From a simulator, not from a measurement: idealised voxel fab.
voxel ribs on slabs: a process module
Section shown: cut. Width: 255 nm. Cell size: 5 nm, square.
A cross-section is a grid of square cells, given in bands from the top down. A band is one or more rows of cells. In this notation a band is specified by the heights of its top and bottom, in that order and in nm, after which its materials appear from left to right, each paired with its width in nm. The word "all across" attached to a single material means that material fills the band from edge to edge; the word "empty" stands for empty space. The level at which height equals 0 is the one under which the wafer, as it arrives, is entirely one material. No lower edge exists for the bottom band, which continues downward and is notated as in "0..down". When a width is written as two numbers, as in "30..40", the first number is the width in the top row of cells of the band and the second is the width in its bottom row, and the width changes by the same amount from each row to the next. Basically "no modification" means that step didn't change any cell in the cross-section. Enclosed voids (no open way to top), threshold 8 cells or more, entry "Closed void table", notation width x height at distance, distance from left edge, nm. The remark found on a step's line after its settings is issued by the simulator itself and pertains to that step. overlay nm: step with mask; distance mask lay right of planned place; negative value = left of planned place.

Process steps (planned)
1 RECEIVE | material Si
2 DIRECTIONAL_DEP | material SiO2 | thk nm 30
3 DIRECTIONAL_DEP | material polySi | thk nm 25
4 MASKED_ETCH | tone cover | mask id RIB | width nm 15 | etch materials polySi | depth nm 5 | overlay nm 0
5 MASKED_ETCH | tone cover | mask id SLAB | width nm 75 | etch materials polySi | depth nm 20 | overlay nm 0
6 FILL_DEP | material SiO2 | thk nm 20
7 CMP | height nm 65
8 DIRECTIONAL_DEP | material TiN | thk nm 5
9 DIRECTIONAL_DEP | material aC | thk nm 15
10 PATTERN | tone cover | mask id HEATER | material resist | width nm 25 | thk nm 30 | overlay nm 0
11 DIRECTIONAL_ETCH | etch materials aC | depth nm 15
12 STRIP | etch materials resist
13 DIRECTIONAL_ETCH | etch materials TiN | depth nm 5
14 STRIP | etch materials aC
15 CONFORMAL_DEP | material SiO2 | thk nm 10

Here's what the wafer looked like in cross-section when it arrived - that's after step 1
  0..down = Si all across
  Closed void table: none

This is how the wafer looks in cross-section once the module is done, given the starting state and plan above and one mistake in carrying the plan out
  80..75 = 110 nm empty  35 nm SiO2  110 nm empty
  75..70 = SiO2 all across
  70..65 = 120 nm SiO2  15 nm TiN  120 nm SiO2
  65..55 = SiO2 all across
  55..50 = 120 nm SiO2  15 nm polySi  120 nm SiO2
  50..30 = 90 nm SiO2  75 nm polySi  90 nm SiO2
  30..0 = SiO2 all across
  0..down = Si all across
  Closed void table: none
What was done differently from what was planned? step 10 ran with different settings than intended, the actual operation and settings being PATTERN | tone cover | mask id HEATER | material resist | width nm 15 | thk nm 30 | overlay nm 0
